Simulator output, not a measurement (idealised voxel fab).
process module | voxel local oxidation
cross-section cut | 250 nm wide | cells 5 nm
A cross-section is a grid of square cells, given in bands from the top down. A band is one or more rows of cells.
Each band's line starts with the height of the band's top and of its bottom, in nm. Then come its materials from left to right, each with its width in nm. One material with "throughout" fills the band from edge to edge. "air" is empty space.
Height 0 is the level under which the wafer as received is all one material. The lowest band goes on downwards, as in "0 down".
A width such as "30 to 40" changes by the same amount from each row of cells to the next, from the band's top row to its bottom row.
"no change" after a step means that no cell of the cross-section changed.
closed voids: empty space of 8 cells or more with no open way to the top, each as width x height at its distance from the left edge, in nm
after a step's settings: what the simulator itself notes on the step
overlay nm, on a step with a mask: how far to the right of its planned place the mask lay; to the left if negative
plan
1 op RECEIVE | material Si
2 op CONFORMAL_DEP | material SiO2 | thk nm 5
3 op CONFORMAL_DEP | material SiN | thk nm 15
4 op DIRECTIONAL_DEP | material aC | thk nm 15
5 op PATTERN | tone cover | mask id ACTIVE | material resist | width nm 125 | thk nm 35 | overlay nm 0
6 op DIRECTIONAL_ETCH | etch materials aC | depth nm 15
7 op STRIP | etch materials resist
8 op DIRECTIONAL_ETCH | etch materials SiN | depth nm 15
9 op STRIP | etch materials aC
10 op SELECTIVE_ETCH | etch materials SiO2 | depth nm 5
11 op OXIDIZE | depth nm 15
12 op STRIP | etch materials SiN
as received, after step 1
  0 down: Si throughout
  closed voids: none
first wafer at the end, as planned
  5 to 0: air 65 | SiO2 115 | air 70
  0 to -15: SiO2 80 | Si 85 | SiO2 85
  -15 down: Si throughout
  closed voids: none
second wafer at the end: like start, like plan, one mistake
  5 to 0: air 55 | SiO2 115 | air 80
  0 to -15: SiO2 70 | Si 85 | SiO2 95
  -15 down: Si throughout
  closed voids: none
what went wrong: step 5 ran as: op PATTERN | tone cover | mask id ACTIVE | material resist | width nm 125 | thk nm 35 | overlay nm -10
at the end the second wafer has, in cells: as many of each material as the first, in other places
